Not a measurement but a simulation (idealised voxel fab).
Herein follows the process module entitled voxel ribs on slabs.
Each square cell in cross-section cut measures 5 nm, and the section as a whole is 270 nm wide.
Cross-section layout: square cells on a grid; listed as bands, top to bottom; a band spans one or more cell rows. A band entry consists of two parts. The first gives the height of the band's top and the height of its bottom, in nm. The rest lists the band's materials from left to right, each with its width in nm. A single material labelled with the word "edge to edge" fills the band from edge to edge, and the word "air" marks empty space. Zero point of the height axis is 0; under it, received wafer = one material. Lowest band: continues down indefinitely, "0 -> down". The width entry "30->40" should be interpreted row by row: the top row of cells in the band takes the first number, the bottom row takes the second number, and the change between adjacent rows is uniform throughout. "nothing altered" (step): cross-section cells unchanged, all of them. "Closed void roster" contains a list of empty spaces, each no smaller than 8 cells and without an open way to the top, written in the form width x height at distance with the distance from the left edge and all three in nm. What comes after the settings on a step's line is commentary from the simulator itself on that step. "overlay nm", when on a step's line for a step with a mask, measures how far to the right of its planned place the mask lay; a negative measure means to the left.
The following list gives the planned process steps
1) RECEIVE | material Si
2) DIRECTIONAL_DEP | material SiO2 | thk nm 30
3) DIRECTIONAL_DEP | material polySi | thk nm 20
4) PATTERN | tone cover | mask id RIB | material resist | width nm 20 | thk nm 15 | overlay nm 0
5) DIRECTIONAL_ETCH | etch materials polySi | depth nm 5
6) STRIP | etch materials resist
7) DIRECTIONAL_DEP | material aC | thk nm 15
8) PATTERN | tone cover | mask id SLAB | material resist | width nm 50 | thk nm 35 | overlay nm 0
9) DIRECTIONAL_ETCH | etch materials aC | depth nm 15
10) STRIP | etch materials resist
11) DIRECTIONAL_ETCH | etch materials polySi | depth nm 15
12) STRIP | etch materials aC
13) FILL_DEP | material SiO2 | thk nm 25
14) CMP | height nm 65
15) DIRECTIONAL_DEP | material TiN | thk nm 5
16) PATTERN | tone cover | mask id HEATER | material resist | width nm 30 | thk nm 15 | overlay nm 0
17) DIRECTIONAL_ETCH | etch materials TiN | depth nm 5
18) STRIP | etch materials resist
19) CONFORMAL_DEP | material SiO2 | thk nm 10
First of two wafers - as planned
Incoming wafer, cross-sectional view, post step 1
0 -> down | Si edge to edge
Closed void roster: none
You're looking at a cross-section of the wafer after step 2
30 -> 0 | SiO2 edge to edge
Beneath the level 0, the cross-section is identical to its previous state.
You're looking at a cross-section of the wafer after step 3
50 -> 30 | polySi edge to edge
Beneath the level 30, the cross-section is identical to its previous state.
You're looking at a cross-section of the wafer after step 4
65 -> 50 | 125 of air; 20 of resist; 125 of air
Beneath the level 50, the cross-section is identical to its previous state.
You're looking at a cross-section of the wafer after step 5
65 -> 50 | 125 of air; 20 of resist; 125 of air
50 -> 45 | 125 of air; 20 of polySi; 125 of air
Beneath the level 45, the cross-section is identical to its previous state.
You're looking at a cross-section of the wafer after step 6
50 -> 45 | 125 of air; 20 of polySi; 125 of air
Beneath the level 45, the cross-section is identical to its previous state.
You're looking at a cross-section of the wafer after step 7
65 -> 60 | 125 of air; 20 of aC; 125 of air
60 -> 50 | aC edge to edge
50 -> 45 | 125 of aC; 20 of polySi; 125 of aC
Beneath the level 45, the cross-section is identical to its previous state.
You're looking at a cross-section of the wafer after step 8
100 -> 65 | 110 of air; 50 of resist; 110 of air
65 -> 60 | 110 of air; 15 of resist; 20 of aC; 15 of resist; 110 of air
Beneath the level 60, the cross-section is identical to its previous state.
You're looking at a cross-section of the wafer after step 9
85 -> 65 | 110 of air; 50 of resist; 110 of air
65 -> 60 | 110 of air; 15 of resist; 20 of aC; 15 of resist; 110 of air
60 -> 50 | 110 of air; 50 of aC; 110 of air
50 -> 45 | 110 of air; 15 of aC; 20 of polySi; 15 of aC; 110 of air
Beneath the level 45, the cross-section is identical to its previous state.
You're looking at a cross-section of the wafer after step 10
65 -> 60 | 125 of air; 20 of aC; 125 of air
Beneath the level 60, the cross-section is identical to its previous state.
You're looking at a cross-section of the wafer after step 11
65 -> 60 | 125 of air; 20 of aC; 125 of air
60 -> 50 | 110 of air; 50 of aC; 110 of air
50 -> 45 | 110 of air; 15 of aC; 20 of polySi; 15 of aC; 110 of air
45 -> 30 | 110 of air; 50 of polySi; 110 of air
Beneath the level 30, the cross-section is identical to its previous state.
You're looking at a cross-section of the wafer after step 12
50 -> 45 | 125 of air; 20 of polySi; 125 of air
Beneath the level 45, the cross-section is identical to its previous state.
You're looking at a cross-section of the wafer after step 13
75 -> 50 | SiO2 edge to edge
50 -> 45 | 125 of SiO2; 20 of polySi; 125 of SiO2
45 -> 30 | 110 of SiO2; 50 of polySi; 110 of SiO2
Beneath the level 30, the cross-section is identical to its previous state.
You're looking at a cross-section of the wafer after step 14
65 -> 50 | SiO2 edge to edge
Beneath the level 50, the cross-section is identical to its previous state.
You're looking at a cross-section of the wafer after step 15
70 -> 65 | TiN edge to edge
Beneath the level 65, the cross-section is identical to its previous state.
You're looking at a cross-section of the wafer after step 16
85 -> 70 | 120 of air; 30 of resist; 120 of air
Beneath the level 70, the cross-section is identical to its previous state.
You're looking at a cross-section of the wafer after step 17
85 -> 70 | 120 of air; 30 of resist; 120 of air
70 -> 65 | 120 of air; 30 of TiN; 120 of air
Beneath the level 65, the cross-section is identical to its previous state.
You're looking at a cross-section of the wafer after step 18
70 -> 65 | 120 of air; 30 of TiN; 120 of air
Beneath the level 65, the cross-section is identical to its previous state.
You're looking at a cross-section of the wafer after step 19
80 -> 75 | 110 of air; 50 of SiO2; 110 of air
75 -> 70 | SiO2 edge to edge
70 -> 65 | 120 of SiO2; 30 of TiN; 120 of SiO2
Beneath the level 65, the cross-section is identical to its previous state.
Second Wafer (Identical Start and Plan, One Processing Error; Matches First Wafer Through Step 15)
What the second wafer looks like in cross-section when step 16 should have wrapped up
85 -> 70 | 125 of air; 20 of resist; 125 of air
Beneath the level 70, the cross-section is identical to its previous state.
What the second wafer looks like in cross-section when step 17 should have wrapped up
85 -> 70 | 125 of air; 20 of resist; 125 of air
70 -> 65 | 125 of air; 20 of TiN; 125 of air
Beneath the level 65, the cross-section is identical to its previous state.
What the second wafer looks like in cross-section when step 18 should have wrapped up
70 -> 65 | 125 of air; 20 of TiN; 125 of air
Beneath the level 65, the cross-section is identical to its previous state.
What the second wafer looks like in cross-section when step 19 should have wrapped up
80 -> 75 | 115 of air; 40 of SiO2; 115 of air
75 -> 70 | SiO2 edge to edge
70 -> 65 | 125 of SiO2; 20 of TiN; 125 of SiO2
Beneath the level 65, the cross-section is identical to its previous state.
What broke from the plan during processing? step 16 did not happen as planned, as run it was PATTERN | tone cover | mask id HEATER | material resist | width nm 20 | thk nm 15 | overlay nm 0
Bottom line after processing is that, in cells, the second wafer is up or down on some materials versus the first: -2 TiN
